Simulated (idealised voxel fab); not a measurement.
Process module under the name voxel gate over fins
Square cells of 5 nm make up the cross-section cut, whose width is 225 nm.
Notation: cross-section as square-cell grid; stated in bands, top first, going down; one or more cell rows per band.
This entry defines a band. It first specifies the height of the band's top and the height of its bottom in nm, and then specifies the band's materials from left to right, stating each material with its width in nm. The word "throughout" identifies a single material that fills the band from edge to edge, while the word "air" identifies empty space.
Zero point of the height axis is 0; under it, received wafer = one material. Lowest band: continues down indefinitely, "z 0 and below".
Quick explanation for "30 to 40": the width changes in equal steps down the rows of cells, from the first number in the band's top row to the second number in its bottom row.
"no alteration", as given for a step, is the statement that not any cell of the cross-section underwent a change during that step.
In the "Closed void catalog" entry, you get each enclosed empty space of 8 cells or more, one with no open way to the top, written width x height at distance, distance from the left edge, in nm.
On a step's line, text after the settings is the simulator commenting on that step.
The line of a step may include "overlay nm". On a step with a mask, this value is how far to the right of its planned place the mask lay. A negative value means the mask lay to the left.
Steps planned for the process:
1,RECEIVE (material Si)
2,CONFORMAL_DEP (material SiN; thk nm 5)
3,PATTERN (tone cover; mask id FINS; material resist; width nm 15; pitch nm 35; thk nm 15; overlay nm 0)
4,DIRECTIONAL_ETCH (etch materials SiN; depth nm 5)
5,DIRECTIONAL_ETCH (etch materials Si; depth nm 40)
6,STRIP (etch materials resist)
7,OXIDIZE (depth nm 5)
8,FILL_DEP (material SiO2; thk nm 15)
9,CMP (height nm 5)
10,SELECTIVE_ETCH (etch materials SiO2; depth nm 20)
11,STRIP (etch materials SiN)
12,CONFORMAL_DEP (material HfO2; thk nm 5)
13,CONFORMAL_DEP (material TiN; thk nm 5)
14,FILL_DEP (material W; thk nm 15)
15,CMP (height nm 20)
16,CONFORMAL_DEP (material SiCN; thk nm 5)
First wafer, two in total, run as planned:
Cross-section of the wafer at receipt, which is the condition after step 1:
  z 0 and below = Si throughout
  Closed void catalog: none
Wafer section view after processing step 2:
  z 5 to 0 = SiN throughout
  For the remainder of the cross-section, below 0, there is no change.
Wafer section view after processing step 3:
  z 20 to 5 = 70 nm air | 15 nm resist | 20 nm air | 15 nm resist | 20 nm air | 15 nm resist | 70 nm air
  For the remainder of the cross-section, below 5, there is no change.
Wafer section view after processing step 4:
  z 20 to 5 = 70 nm air | 15 nm resist | 20 nm air | 15 nm resist | 20 nm air | 15 nm resist | 70 nm air
  z 5 to 0 = 70 nm air | 15 nm SiN | 20 nm air | 15 nm SiN | 20 nm air | 15 nm SiN | 70 nm air
  For the remainder of the cross-section, below 0, there is no change.
Wafer section view after processing step 5:
  z 20 to 5 = 70 nm air | 15 nm resist | 20 nm air | 15 nm resist | 20 nm air | 15 nm resist | 70 nm air
  z 5 to 0 = 70 nm air | 15 nm SiN | 20 nm air | 15 nm SiN | 20 nm air | 15 nm SiN | 70 nm air
  z 0 to -40 = 70 nm air | 15 nm Si | 20 nm air | 15 nm Si | 20 nm air | 15 nm Si | 70 nm air
  For the remainder of the cross-section, below -40, there is no change.
Wafer section view after processing step 6:
  z 5 to 0 = 70 nm air | 15 nm SiN | 20 nm air | 15 nm SiN | 20 nm air | 15 nm SiN | 70 nm air
  For the remainder of the cross-section, below 0, there is no change.
Wafer section view after processing step 7:
  z 5 to 0 = 70 nm air | 15 nm SiN | 20 nm air | 15 nm SiN | 20 nm air | 15 nm SiN | 70 nm air
  z 0 to -40 = 70 nm air | 5 nm SiO2 | 5 nm Si | 5 nm SiO2 | 20 nm air | 5 nm SiO2 | 5 nm Si | 5 nm SiO2 | 20 nm air | 5 nm SiO2 | 5 nm Si | 5 nm SiO2 | 70 nm air
  z -40 to -45 = 75 nm SiO2 | 5 nm Si | 30 nm SiO2 | 5 nm Si | 30 nm SiO2 | 5 nm Si | 75 nm SiO2
  For the remainder of the cross-section, below -45, there is no change.
Wafer section view after processing step 8:
  z 20 to 5 = SiO2 throughout
  z 5 to 0 = 70 nm SiO2 | 15 nm SiN | 20 nm SiO2 | 15 nm SiN | 20 nm SiO2 | 15 nm SiN | 70 nm SiO2
  z 0 to -45 = 75 nm SiO2 | 5 nm Si | 30 nm SiO2 | 5 nm Si | 30 nm SiO2 | 5 nm Si | 75 nm SiO2
  For the remainder of the cross-section, below -45, there is no change.
Wafer section view after processing step 9:
  z 5 to 0 = 70 nm SiO2 | 15 nm SiN | 20 nm SiO2 | 15 nm SiN | 20 nm SiO2 | 15 nm SiN | 70 nm SiO2
  For the remainder of the cross-section, below 0, there is no change.
Wafer section view after processing step 10:
  z 5 to 0 = 70 nm air | 15 nm SiN | 20 nm air | 15 nm SiN | 20 nm air | 15 nm SiN | 70 nm air
  z 0 to -15 = 75 nm air | 5 nm Si | 30 nm air | 5 nm Si | 30 nm air | 5 nm Si | 75 nm air
  For the remainder of the cross-section, below -15, there is no change.
Wafer section view after processing step 11:
  z 0 to -15 = 75 nm air | 5 nm Si | 30 nm air | 5 nm Si | 30 nm air | 5 nm Si | 75 nm air
  For the remainder of the cross-section, below -15, there is no change.
Wafer section view after processing step 12:
  z 5 to 0 = 70 nm air | 15 nm HfO2 | 20 nm air | 15 nm HfO2 | 20 nm air | 15 nm HfO2 | 70 nm air
  z 0 to -10 = 70 nm air | 5 nm HfO2 | 5 nm Si | 5 nm HfO2 | 20 nm air | 5 nm HfO2 | 5 nm Si | 5 nm HfO2 | 20 nm air | 5 nm HfO2 | 5 nm Si | 5 nm HfO2 | 70 nm air
  z -10 to -15 = 75 nm HfO2 | 5 nm Si | 30 nm HfO2 | 5 nm Si | 30 nm HfO2 | 5 nm Si | 75 nm HfO2
  For the remainder of the cross-section, below -15, there is no change.
Wafer section view after processing step 13:
  z 10 to 5 = 65 nm air | 25 nm TiN | 10 nm air | 25 nm TiN | 10 nm air | 25 nm TiN | 65 nm air
  z 5 to 0 = 65 nm air | 5 nm TiN | 15 nm HfO2 | 5 nm TiN | 10 nm air | 5 nm TiN | 15 nm HfO2 | 5 nm TiN | 10 nm air | 5 nm TiN | 15 nm HfO2 | 5 nm TiN | 65 nm air
  z 0 to -5 = 65 nm air | 5 nm TiN | 5 nm HfO2 | 5 nm Si | 5 nm HfO2 | 5 nm TiN | 10 nm air | 5 nm TiN | 5 nm HfO2 | 5 nm Si | 5 nm HfO2 | 5 nm TiN | 10 nm air | 5 nm TiN | 5 nm HfO2 | 5 nm Si | 5 nm HfO2 | 5 nm TiN | 65 nm air
  z -5 to -10 = 70 nm TiN | 5 nm HfO2 | 5 nm Si | 5 nm HfO2 | 20 nm TiN | 5 nm HfO2 | 5 nm Si | 5 nm HfO2 | 20 nm TiN | 5 nm HfO2 | 5 nm Si | 5 nm HfO2 | 70 nm TiN
  For the remainder of the cross-section, below -10, there is no change.
Wafer section view after processing step 14:
  z 25 to 10 = W throughout
  z 10 to 5 = 65 nm W | 25 nm TiN | 10 nm W | 25 nm TiN | 10 nm W | 25 nm TiN | 65 nm W
  z 5 to 0 = 65 nm W | 5 nm TiN | 15 nm HfO2 | 5 nm TiN | 10 nm W | 5 nm TiN | 15 nm HfO2 | 5 nm TiN | 10 nm W | 5 nm TiN | 15 nm HfO2 | 5 nm TiN | 65 nm W
  z 0 to -5 = 65 nm W | 5 nm TiN | 5 nm HfO2 | 5 nm Si | 5 nm HfO2 | 5 nm TiN | 10 nm W | 5 nm TiN | 5 nm HfO2 | 5 nm Si | 5 nm HfO2 | 5 nm TiN | 10 nm W | 5 nm TiN | 5 nm HfO2 | 5 nm Si | 5 nm HfO2 | 5 nm TiN | 65 nm W
  For the remainder of the cross-section, below -5, there is no change.
Wafer section view after processing step 15:
  z 20 to 10 = W throughout
  For the remainder of the cross-section, below 10, there is no change.
Wafer section view after processing step 16:
  z 25 to 20 = SiCN throughout
  For the remainder of the cross-section, below 20, there is no change.
Second wafer, same starting state and plan as the first, one mistake in the run, identical through step 2:
Cross-section, second wafer, at the end time the plan gives for step 3:
  z 20 to 5 = 70 nm resist | 15 nm air | 20 nm resist | 15 nm air | 20 nm resist | 15 nm air | 70 nm resist
  For the remainder of the cross-section, below 5, there is no change.
Cross-section, second wafer, at the end time the plan gives for step 4:
  z 20 to 5 = 70 nm resist | 15 nm air | 20 nm resist | 15 nm air | 20 nm resist | 15 nm air | 70 nm resist
  z 5 to 0 = 70 nm SiN | 15 nm air | 20 nm SiN | 15 nm air | 20 nm SiN | 15 nm air | 70 nm SiN
  For the remainder of the cross-section, below 0, there is no change.
Cross-section, second wafer, at the end time the plan gives for step 5:
  z 20 to 5 = 70 nm resist | 15 nm air | 20 nm resist | 15 nm air | 20 nm resist | 15 nm air | 70 nm resist
  z 5 to 0 = 70 nm SiN | 15 nm air | 20 nm SiN | 15 nm air | 20 nm SiN | 15 nm air | 70 nm SiN
  z 0 to -40 = 70 nm Si | 15 nm air | 20 nm Si | 15 nm air | 20 nm Si | 15 nm air | 70 nm Si
  For the remainder of the cross-section, below -40, there is no change.
Cross-section, second wafer, at the end time the plan gives for step 6:
  z 5 to 0 = 70 nm SiN | 15 nm air | 20 nm SiN | 15 nm air | 20 nm SiN | 15 nm air | 70 nm SiN
  For the remainder of the cross-section, below 0, there is no change.
Cross-section, second wafer, at the end time the plan gives for step 7:
  z 5 to 0 = 70 nm SiN | 15 nm air | 20 nm SiN | 15 nm air | 20 nm SiN | 15 nm air | 70 nm SiN
  z 0 to -40 = 65 nm Si | 5 nm SiO2 | 15 nm air | 5 nm SiO2 | 10 nm Si | 5 nm SiO2 | 15 nm air | 5 nm SiO2 | 10 nm Si | 5 nm SiO2 | 15 nm air | 5 nm SiO2 | 65 nm Si
  z -40 to -45 = 65 nm Si | 25 nm SiO2 | 10 nm Si | 25 nm SiO2 | 10 nm Si | 25 nm SiO2 | 65 nm Si
  For the remainder of the cross-section, below -45, there is no change.
Cross-section, second wafer, at the end time the plan gives for step 8:
  z 20 to 5 = SiO2 throughout
  z 5 to 0 = 70 nm SiN | 15 nm SiO2 | 20 nm SiN | 15 nm SiO2 | 20 nm SiN | 15 nm SiO2 | 70 nm SiN
  z 0 to -45 = 65 nm Si | 25 nm SiO2 | 10 nm Si | 25 nm SiO2 | 10 nm Si | 25 nm SiO2 | 65 nm Si
  For the remainder of the cross-section, below -45, there is no change.
Cross-section, second wafer, at the end time the plan gives for step 9:
  z 5 to 0 = 70 nm SiN | 15 nm SiO2 | 20 nm SiN | 15 nm SiO2 | 20 nm SiN | 15 nm SiO2 | 70 nm SiN
  For the remainder of the cross-section, below 0, there is no change.
Cross-section, second wafer, at the end time the plan gives for step 10:
  z 5 to 0 = 70 nm SiN | 15 nm air | 20 nm SiN | 15 nm air | 20 nm SiN | 15 nm air | 70 nm SiN
  z 0 to -15 = 65 nm Si | 25 nm air | 10 nm Si | 25 nm air | 10 nm Si | 25 nm air | 65 nm Si
  For the remainder of the cross-section, below -15, there is no change.
Cross-section, second wafer, at the end time the plan gives for step 11:
  z 0 to -15 = 65 nm Si | 25 nm air | 10 nm Si | 25 nm air | 10 nm Si | 25 nm air | 65 nm Si
  For the remainder of the cross-section, below -15, there is no change.
Cross-section, second wafer, at the end time the plan gives for step 12:
  z 5 to 0 = 70 nm HfO2 | 15 nm air | 20 nm HfO2 | 15 nm air | 20 nm HfO2 | 15 nm air | 70 nm HfO2
  z 0 to -10 = 65 nm Si | 5 nm HfO2 | 15 nm air | 5 nm HfO2 | 10 nm Si | 5 nm HfO2 | 15 nm air | 5 nm HfO2 | 10 nm Si | 5 nm HfO2 | 15 nm air | 5 nm HfO2 | 65 nm Si
  z -10 to -15 = 65 nm Si | 25 nm HfO2 | 10 nm Si | 25 nm HfO2 | 10 nm Si | 25 nm HfO2 | 65 nm Si
  For the remainder of the cross-section, below -15, there is no change.
Cross-section, second wafer, at the end time the plan gives for step 13:
  z 10 to 5 = 75 nm TiN | 5 nm air | 30 nm TiN | 5 nm air | 30 nm TiN | 5 nm air | 75 nm TiN
  z 5 to 0 = 70 nm HfO2 | 5 nm TiN | 5 nm air | 5 nm TiN | 20 nm HfO2 | 5 nm TiN | 5 nm air | 5 nm TiN | 20 nm HfO2 | 5 nm TiN | 5 nm air | 5 nm TiN | 70 nm HfO2
  z 0 to -5 = 65 nm Si | 5 nm HfO2 | 5 nm TiN | 5 nm air | 5 nm TiN | 5 nm HfO2 | 10 nm Si | 5 nm HfO2 | 5 nm TiN | 5 nm air | 5 nm TiN | 5 nm HfO2 | 10 nm Si | 5 nm HfO2 | 5 nm TiN | 5 nm air | 5 nm TiN | 5 nm HfO2 | 65 nm Si
  z -5 to -10 = 65 nm Si | 5 nm HfO2 | 15 nm TiN | 5 nm HfO2 | 10 nm Si | 5 nm HfO2 | 15 nm TiN | 5 nm HfO2 | 10 nm Si | 5 nm HfO2 | 15 nm TiN | 5 nm HfO2 | 65 nm Si
  For the remainder of the cross-section, below -10, there is no change.
Cross-section, second wafer, at the end time the plan gives for step 14:
  z 25 to 10 = W throughout
  z 10 to 5 = 75 nm TiN | 5 nm W | 30 nm TiN | 5 nm W | 30 nm TiN | 5 nm W | 75 nm TiN
  z 5 to 0 = 70 nm HfO2 | 5 nm TiN | 5 nm W | 5 nm TiN | 20 nm HfO2 | 5 nm TiN | 5 nm W | 5 nm TiN | 20 nm HfO2 | 5 nm TiN | 5 nm W | 5 nm TiN | 70 nm HfO2
  z 0 to -5 = 65 nm Si | 5 nm HfO2 | 5 nm TiN | 5 nm W | 5 nm TiN | 5 nm HfO2 | 10 nm Si | 5 nm HfO2 | 5 nm TiN | 5 nm W | 5 nm TiN | 5 nm HfO2 | 10 nm Si | 5 nm HfO2 | 5 nm TiN | 5 nm W | 5 nm TiN | 5 nm HfO2 | 65 nm Si
  For the remainder of the cross-section, below -5, there is no change.
Cross-section, second wafer, at the end time the plan gives for step 15:
  z 20 to 10 = W throughout
  For the remainder of the cross-section, below 10, there is no change.
Cross-section, second wafer, at the end time the plan gives for step 16:
  z 25 to 20 = SiCN throughout
  For the remainder of the cross-section, below 20, there is no change.
Here's what went sideways: step 3 was processed under conditions differing from the plan, specifically as PATTERN (tone open; mask id FINS; material resist; width nm 15; pitch nm 35; thk nm 15; overlay nm 0)
Final difference in cells, second wafer against first, listed per material as more or fewer: +243 Si; -162 SiO2; -81 W
